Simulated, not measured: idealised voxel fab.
voxel capacitor over wiring: a process module
It is cross-section cut that appears here, measuring 145 nm in width, its square cells being 5 nm in size.
Think of the cross-section as a grid of square cells. We describe it in bands, top to bottom, and each band covers one or more rows of those cells. This entry defines a band. It first specifies the height of the band's top and the height of its bottom in nm, and then specifies the band's materials from left to right, stating each material with its width in nm. The word "throughout" identifies a single material that fills the band from edge to edge, while the word "air" identifies empty space. Height is counted from the level 0, under which the received wafer is composed throughout of one material. The lowest of the bands is not closed at the bottom but continues downward, in the notation "0 nm and below". A two-number width, for instance "30->40", indicates that the width is equal to the first number in the top row of the band and to the second number in the bottom row, and that it changes by a constant amount per row of cells. For the purposes of this document, the phrase "same as before" attached to a step denotes that no cell within the cross-section was modified by that step. Basically, "closed voids" tells you about the enclosed voids: empty spaces with no open way to the top, 8 cells or bigger, each written width x height at distance, where distance is from the left edge, all in nm. Note: text after step settings on the step line = simulator remark on that step. The "overlay nm" setting may appear on a step's line; for a step that uses a mask, it gives how far to the right of its planned position the mask lay, and a negative value indicates the left.

The process steps that were planned are listed below
1. op RECEIVE | material Si
2. op CONFORMAL_DEP | material SiO2 | thk nm 10
3. op CONFORMAL_DEP | material SiN | thk nm 5
4. op DIRECTIONAL_DEP | material SiO2 | thk nm 15
5. op MASKED_ETCH | tone open | mask id METAL_1 | width nm 20 | pitch nm 85 | etch materials SiO2 | depth nm 15 | overlay nm 0
6. op MASKED_ETCH | tone open | mask id METAL_1 | width nm 20 | pitch nm 85 | etch materials SiN | depth nm 5 | overlay nm 0
7. op CONFORMAL_DEP | material TiN | thk nm 5
8. op FILL_DEP | material W | thk nm 10
9. op CMP | height nm 30
10. op CONFORMAL_DEP | material SiCN | thk nm 5
11. op DIRECTIONAL_DEP | material SiO2 | thk nm 20
12. op DIRECTIONAL_DEP | material aC | thk nm 10
13. op PATTERN | tone open | mask id PLUG_1 | material resist | width nm 15 | thk nm 25 | overlay nm 0
14. op DIRECTIONAL_ETCH | etch materials aC | depth nm 10
15. op STRIP | etch materials resist
16. op DIRECTIONAL_ETCH | etch materials SiO2 | depth nm 20
17. op DIRECTIONAL_ETCH | etch materials SiCN | depth nm 5
18. op STRIP | etch materials aC
19. op EPI | material Ru | thk nm 10
20. op EPI | material Ru | thk nm 10
21. op EPI | material Ru | thk nm 5
22. op DIRECTIONAL_DEP | material TiN | thk nm 5
23. op DIRECTIONAL_DEP | material SiN | thk nm 5
24. op DIRECTIONAL_DEP | material TiN | thk nm 10
25. op MASKED_ETCH | tone cover | mask id UPPER_PLATE | width nm 70 | etch materials TiN | depth nm 10 | overlay nm 0
26. op MASKED_ETCH | tone cover | mask id UPPER_PLATE | width nm 70 | etch materials SiN | depth nm 5 | overlay nm 0
27. op DIRECTIONAL_DEP | material aC | thk nm 15
28. op PATTERN | tone cover | mask id LOWER_PLATE | material resist | width nm 80 | thk nm 35 | overlay nm 0
29. op DIRECTIONAL_ETCH | etch materials aC | depth nm 15
30. op STRIP | etch materials resist
31. op DIRECTIONAL_ETCH | etch materials TiN | depth nm 5
32. op STRIP | etch materials aC
33. op FILL_DEP | material SiO2 | thk nm 15
34. op CMP | height nm 85
35. op MASKED_ETCH | tone open | mask id PLUG_2 | width nm 15 | etch materials SiO2 | depth nm 10 | overlay nm 0
36. op CONFORMAL_DEP | material TiN | thk nm 5
37. op FILL_DEP | material Cu | thk nm 5
38. op CMP | height nm 85
39. op CONFORMAL_DEP | material SiCN | thk nm 5

The first wafer of two, processed as planned

Delivered wafer in cross-section: state after step 1
- 0 nm and below | Si throughout
- closed voids: none

You're looking at a cross-section of the wafer after step 2
- 10 nm to 0 nm | SiO2 throughout
- Unchanged below 0.

You're looking at a cross-section of the wafer after step 3
- 15 nm to 10 nm | SiN throughout
- Unchanged below 10.

You're looking at a cross-section of the wafer after step 4
- 30 nm to 15 nm | SiO2 throughout
- Unchanged below 15.

You're looking at a cross-section of the wafer after step 5
- 30 nm to 15 nm | SiO2 20 nm; air 20 nm; SiO2 65 nm; air 20 nm; SiO2 20 nm
- Unchanged below 15.

You're looking at a cross-section of the wafer after step 6
- 30 nm to 15 nm | SiO2 20 nm; air 20 nm; SiO2 65 nm; air 20 nm; SiO2 20 nm
- 15 nm to 10 nm | SiN 20 nm; air 20 nm; SiN 65 nm; air 20 nm; SiN 20 nm
- Unchanged below 10.

You're looking at a cross-section of the wafer after step 7
- 35 nm to 30 nm | TiN 25 nm; air 10 nm; TiN 75 nm; air 10 nm; TiN 25 nm
- 30 nm to 15 nm | SiO2 20 nm; TiN 5 nm; air 10 nm; TiN 5 nm; SiO2 65 nm; TiN 5 nm; air 10 nm; TiN 5 nm; SiO2 20 nm
- 15 nm to 10 nm | SiN 20 nm; TiN 20 nm; SiN 65 nm; TiN 20 nm; SiN 20 nm
- Unchanged below 10.

You're looking at a cross-section of the wafer after step 8
- 45 nm to 35 nm | W throughout
- 35 nm to 30 nm | TiN 25 nm; W 10 nm; TiN 75 nm; W 10 nm; TiN 25 nm
- 30 nm to 15 nm | SiO2 20 nm; TiN 5 nm; W 10 nm; TiN 5 nm; SiO2 65 nm; TiN 5 nm; W 10 nm; TiN 5 nm; SiO2 20 nm
- Unchanged below 15.

You're looking at a cross-section of the wafer after step 9
- 30 nm to 15 nm | SiO2 20 nm; TiN 5 nm; W 10 nm; TiN 5 nm; SiO2 65 nm; TiN 5 nm; W 10 nm; TiN 5 nm; SiO2 20 nm
- Unchanged below 15.

You're looking at a cross-section of the wafer after step 10
- 35 nm to 30 nm | SiCN throughout
- Unchanged below 30.

You're looking at a cross-section of the wafer after step 11
- 55 nm to 35 nm | SiO2 throughout
- Unchanged below 35.

You're looking at a cross-section of the wafer after step 12
- 65 nm to 55 nm | aC throughout
- Unchanged below 55.

You're looking at a cross-section of the wafer after step 13
- 90 nm to 65 nm | resist 25 nm; air 15 nm; resist 105 nm
- Unchanged below 65.

You're looking at a cross-section of the wafer after step 14
- 80 nm to 65 nm | resist 25 nm; air 15 nm; resist 105 nm
- 65 nm to 55 nm | aC 25 nm; air 15 nm; aC 105 nm
- Unchanged below 55.

You're looking at a cross-section of the wafer after step 15
- 65 nm to 55 nm | aC 25 nm; air 15 nm; aC 105 nm
- Unchanged below 55.

You're looking at a cross-section of the wafer after step 16
- 65 nm to 55 nm | aC 25 nm; air 15 nm; aC 105 nm
- 55 nm to 35 nm | SiO2 25 nm; air 15 nm; SiO2 105 nm
- Unchanged below 35.

You're looking at a cross-section of the wafer after step 17
- 65 nm to 55 nm | aC 25 nm; air 15 nm; aC 105 nm
- 55 nm to 35 nm | SiO2 25 nm; air 15 nm; SiO2 105 nm
- 35 nm to 30 nm | SiCN 25 nm; air 15 nm; SiCN 105 nm
- Unchanged below 30.

You're looking at a cross-section of the wafer after step 18
- 55 nm to 35 nm | SiO2 25 nm; air 15 nm; SiO2 105 nm
- Unchanged below 35.

You're looking at a cross-section of the wafer after step 19
- 55 nm to 40 nm | SiO2 25 nm; air 15 nm; SiO2 105 nm
- 40 nm to 35 nm | SiO2 25 nm; Ru 15 nm; SiO2 105 nm
- 35 nm to 30 nm | SiCN 25 nm; Ru 15 nm; SiCN 105 nm
- Unchanged below 30.

You're looking at a cross-section of the wafer after step 20
- 55 nm to 50 nm | SiO2 25 nm; air 15 nm; SiO2 105 nm
- 50 nm to 35 nm | SiO2 25 nm; Ru 15 nm; SiO2 105 nm
- Unchanged below 35.

You're looking at a cross-section of the wafer after step 21
- 55 nm to 35 nm | SiO2 25 nm; Ru 15 nm; SiO2 105 nm
- Unchanged below 35.

You're looking at a cross-section of the wafer after step 22
- 60 nm to 55 nm | TiN throughout
- Unchanged below 55.

You're looking at a cross-section of the wafer after step 23
- 65 nm to 60 nm | SiN throughout
- Unchanged below 60.

You're looking at a cross-section of the wafer after step 24
- 75 nm to 65 nm | TiN throughout
- Unchanged below 65.

You're looking at a cross-section of the wafer after step 25
- 75 nm to 65 nm | air 25 nm; TiN 70 nm; air 50 nm
- Unchanged below 65.

You're looking at a cross-section of the wafer after step 26
- 75 nm to 65 nm | air 25 nm; TiN 70 nm; air 50 nm
- 65 nm to 60 nm | air 25 nm; SiN 70 nm; air 50 nm
- Unchanged below 60.

You're looking at a cross-section of the wafer after step 27
- 90 nm to 75 nm | air 25 nm; aC 70 nm; air 50 nm
- 75 nm to 65 nm | aC 25 nm; TiN 70 nm; aC 50 nm
- 65 nm to 60 nm | aC 25 nm; SiN 70 nm; aC 50 nm
- Unchanged below 60.

You're looking at a cross-section of the wafer after step 28
- 125 nm to 90 nm | air 20 nm; resist 80 nm; air 45 nm
- 90 nm to 75 nm | air 20 nm; resist 5 nm; aC 70 nm; resist 5 nm; air 45 nm
- Unchanged below 75.

You're looking at a cross-section of the wafer after step 29
- 110 nm to 90 nm | air 20 nm; resist 80 nm; air 45 nm
- 90 nm to 75 nm | air 20 nm; resist 5 nm; aC 70 nm; resist 5 nm; air 45 nm
- 75 nm to 65 nm | air 20 nm; aC 5 nm; TiN 70 nm; aC 5 nm; air 45 nm
- 65 nm to 60 nm | air 20 nm; aC 5 nm; SiN 70 nm; aC 5 nm; air 45 nm
- Unchanged below 60.

You're looking at a cross-section of the wafer after step 30
- 90 nm to 75 nm | air 25 nm; aC 70 nm; air 50 nm
- Unchanged below 75.

You're looking at a cross-section of the wafer after step 31
- 90 nm to 75 nm | air 25 nm; aC 70 nm; air 50 nm
- 75 nm to 65 nm | air 20 nm; aC 5 nm; TiN 70 nm; aC 5 nm; air 45 nm
- 65 nm to 60 nm | air 20 nm; aC 5 nm; SiN 70 nm; aC 5 nm; air 45 nm
- 60 nm to 55 nm | air 20 nm; TiN 80 nm; air 45 nm
- Unchanged below 55.

You're looking at a cross-section of the wafer after step 32
- 75 nm to 65 nm | air 25 nm; TiN 70 nm; air 50 nm
- 65 nm to 60 nm | air 25 nm; SiN 70 nm; air 50 nm
- Unchanged below 60.

You're looking at a cross-section of the wafer after step 33
- 90 nm to 75 nm | SiO2 throughout
- 75 nm to 65 nm | SiO2 25 nm; TiN 70 nm; SiO2 50 nm
- 65 nm to 60 nm | SiO2 25 nm; SiN 70 nm; SiO2 50 nm
- 60 nm to 55 nm | SiO2 20 nm; TiN 80 nm; SiO2 45 nm
- Unchanged below 55.

You're looking at a cross-section of the wafer after step 34
- 85 nm to 75 nm | SiO2 throughout
- Unchanged below 75.

You're looking at a cross-section of the wafer after step 35
- 85 nm to 75 nm | SiO2 35 nm; air 15 nm; SiO2 95 nm
- Unchanged below 75.

You're looking at a cross-section of the wafer after step 36
- 90 nm to 85 nm | TiN 40 nm; air 5 nm; TiN 100 nm
- 85 nm to 80 nm | SiO2 35 nm; TiN 5 nm; air 5 nm; TiN 5 nm; SiO2 95 nm
- 80 nm to 75 nm | SiO2 35 nm; TiN 15 nm; SiO2 95 nm
- Unchanged below 75.

You're looking at a cross-section of the wafer after step 37
- 95 nm to 90 nm | Cu throughout
- 90 nm to 85 nm | TiN 40 nm; Cu 5 nm; TiN 100 nm
- 85 nm to 80 nm | SiO2 35 nm; TiN 5 nm; Cu 5 nm; TiN 5 nm; SiO2 95 nm
- Unchanged below 80.

You're looking at a cross-section of the wafer after step 38
- 85 nm to 80 nm | SiO2 35 nm; TiN 5 nm; Cu 5 nm; TiN 5 nm; SiO2 95 nm
- Unchanged below 80.

You're looking at a cross-section of the wafer after step 39
- 90 nm to 85 nm | SiCN throughout
- Unchanged below 85.

The second wafer was prepared from the same starting point and under the same plan as the first; its processing contained one mistake, and it remains indistinguishable from the first wafer up to and including step 18

What the second wafer looks like in cross-section when step 20 should have wrapped up
- 60 nm to 55 nm | air 20 nm; Ru 25 nm; air 100 nm
- 55 nm to 35 nm | SiO2 25 nm; Ru 15 nm; SiO2 105 nm
- 35 nm to 30 nm | SiCN 25 nm; Ru 15 nm; SiCN 105 nm
- Unchanged below 30.

What the second wafer looks like in cross-section when step 21 should have wrapped up
- 65 nm to 55 nm | air 15 nm; Ru 35 nm; air 95 nm
- Unchanged below 55.

What the second wafer looks like in cross-section when step 22 should have wrapped up
- 70 nm to 65 nm | air 15 nm; TiN 35 nm; air 95 nm
- 65 nm to 60 nm | air 15 nm; Ru 35 nm; air 95 nm
- 60 nm to 55 nm | TiN 15 nm; Ru 35 nm; TiN 95 nm
- Unchanged below 55.

What the second wafer looks like in cross-section when step 23 should have wrapped up
- 75 nm to 70 nm | air 15 nm; SiN 35 nm; air 95 nm
- 70 nm to 65 nm | air 15 nm; TiN 35 nm; air 95 nm
- 65 nm to 60 nm | SiN 15 nm; Ru 35 nm; SiN 95 nm
- Unchanged below 60.

What the second wafer looks like in cross-section when step 24 should have wrapped up
- 85 nm to 75 nm | air 15 nm; TiN 35 nm; air 95 nm
- 75 nm to 70 nm | TiN 15 nm; SiN 35 nm; TiN 95 nm
- 70 nm to 65 nm | TiN throughout
- Unchanged below 65.

What the second wafer looks like in cross-section when step 25 should have wrapped up
- 85 nm to 75 nm | air 25 nm; TiN 25 nm; air 95 nm
- 75 nm to 70 nm | air 15 nm; SiN 35 nm; TiN 45 nm; air 50 nm
- 70 nm to 65 nm | air 15 nm; TiN 80 nm; air 50 nm
- Unchanged below 65.

What the second wafer looks like in cross-section when step 26 should have wrapped up
- 85 nm to 75 nm | air 25 nm; TiN 25 nm; air 95 nm
- 75 nm to 70 nm | air 25 nm; SiN 25 nm; TiN 45 nm; air 50 nm
- 70 nm to 65 nm | air 15 nm; TiN 80 nm; air 50 nm
- 65 nm to 60 nm | air 15 nm; Ru 35 nm; SiN 45 nm; air 50 nm
- Unchanged below 60.

What the second wafer looks like in cross-section when step 27 should have wrapped up
- 100 nm to 90 nm | air 25 nm; aC 25 nm; air 95 nm
- 90 nm to 85 nm | air 25 nm; aC 70 nm; air 50 nm
- 85 nm to 75 nm | air 15 nm; aC 10 nm; TiN 25 nm; aC 45 nm; air 50 nm
- 75 nm to 70 nm | aC 25 nm; SiN 25 nm; TiN 45 nm; aC 50 nm
- 70 nm to 65 nm | aC 15 nm; TiN 80 nm; aC 50 nm
- 65 nm to 60 nm | aC 15 nm; Ru 35 nm; SiN 45 nm; aC 50 nm
- Unchanged below 60.

What the second wafer looks like in cross-section when step 28 should have wrapped up
- 135 nm to 100 nm | air 20 nm; resist 80 nm; air 45 nm
- 100 nm to 90 nm | air 20 nm; resist 5 nm; aC 25 nm; resist 50 nm; air 45 nm
- 90 nm to 85 nm | air 20 nm; resist 5 nm; aC 70 nm; resist 5 nm; air 45 nm
- 85 nm to 75 nm | air 15 nm; aC 10 nm; TiN 25 nm; aC 45 nm; resist 5 nm; air 45 nm
- Unchanged below 75.

What the second wafer looks like in cross-section when step 29 should have wrapped up
- 120 nm to 100 nm | air 20 nm; resist 80 nm; air 45 nm
- 100 nm to 90 nm | air 20 nm; resist 5 nm; aC 25 nm; resist 50 nm; air 45 nm
- 90 nm to 85 nm | air 20 nm; resist 5 nm; aC 70 nm; resist 5 nm; air 45 nm
- 85 nm to 75 nm | air 20 nm; aC 5 nm; TiN 25 nm; aC 45 nm; resist 5 nm; air 45 nm
- 75 nm to 70 nm | air 20 nm; aC 5 nm; SiN 25 nm; TiN 45 nm; aC 5 nm; air 45 nm
- 70 nm to 65 nm | air 15 nm; TiN 80 nm; aC 5 nm; air 45 nm
- 65 nm to 60 nm | air 15 nm; Ru 35 nm; SiN 45 nm; aC 5 nm; air 45 nm
- Unchanged below 60.

What the second wafer looks like in cross-section when step 30 should have wrapped up
- 100 nm to 90 nm | air 25 nm; aC 25 nm; air 95 nm
- 90 nm to 85 nm | air 25 nm; aC 70 nm; air 50 nm
- 85 nm to 75 nm | air 20 nm; aC 5 nm; TiN 25 nm; aC 45 nm; air 50 nm
- Unchanged below 75.

What the second wafer looks like in cross-section when step 31 should have wrapped up
- 100 nm to 90 nm | air 25 nm; aC 25 nm; air 95 nm
- 90 nm to 85 nm | air 25 nm; aC 70 nm; air 50 nm
- 85 nm to 75 nm | air 20 nm; aC 5 nm; TiN 25 nm; aC 45 nm; air 50 nm
- 75 nm to 70 nm | air 20 nm; aC 5 nm; SiN 25 nm; TiN 45 nm; aC 5 nm; air 45 nm
- 70 nm to 65 nm | air 20 nm; TiN 75 nm; aC 5 nm; air 45 nm
- 65 nm to 60 nm | air 15 nm; Ru 35 nm; SiN 45 nm; aC 5 nm; air 45 nm
- 60 nm to 55 nm | air 15 nm; Ru 35 nm; TiN 50 nm; air 45 nm
- Unchanged below 55.

What the second wafer looks like in cross-section when step 32 should have wrapped up
- 85 nm to 75 nm | air 25 nm; TiN 25 nm; air 95 nm
- 75 nm to 70 nm | air 25 nm; SiN 25 nm; TiN 45 nm; air 50 nm
- 70 nm to 65 nm | air 20 nm; TiN 75 nm; air 50 nm
- 65 nm to 60 nm | air 15 nm; Ru 35 nm; SiN 45 nm; air 50 nm
- Unchanged below 60.

What the second wafer looks like in cross-section when step 33 should have wrapped up
- 100 nm to 85 nm | SiO2 throughout
- 85 nm to 75 nm | SiO2 25 nm; TiN 25 nm; SiO2 95 nm
- 75 nm to 70 nm | SiO2 25 nm; SiN 25 nm; TiN 45 nm; SiO2 50 nm
- 70 nm to 65 nm | SiO2 20 nm; TiN 75 nm; SiO2 50 nm
- 65 nm to 60 nm | SiO2 15 nm; Ru 35 nm; SiN 45 nm; SiO2 50 nm
- 60 nm to 55 nm | SiO2 15 nm; Ru 35 nm; TiN 50 nm; SiO2 45 nm
- Unchanged below 55.

What the second wafer looks like in cross-section when step 34 should have wrapped up
- 85 nm to 75 nm | SiO2 25 nm; TiN 25 nm; SiO2 95 nm
- Unchanged below 75.

What the second wafer looks like in cross-section when step 35 should have wrapped up: same as before

What the second wafer looks like in cross-section when step 36 should have wrapped up
- 90 nm to 85 nm | TiN throughout
- Unchanged below 85.

What the second wafer looks like in cross-section when step 37 should have wrapped up
- 95 nm to 90 nm | Cu throughout
- Unchanged below 90.

What the second wafer looks like in cross-section when step 38 should have wrapped up
- 85 nm to 75 nm | SiO2 25 nm; TiN 25 nm; SiO2 95 nm
- Unchanged below 75.

What the second wafer looks like in cross-section when step 39 should have wrapped up
- 90 nm to 85 nm | SiCN throughout
- Unchanged below 85.
The mistake made against the process plan was this: run twice: one of 19 and 20 (all identical), which one unknown
FYI, end of process, the second wafer has more or fewer cells of some materials than the first: -1 Cu, +14 Ru, -8 SiO2, -5 TiN
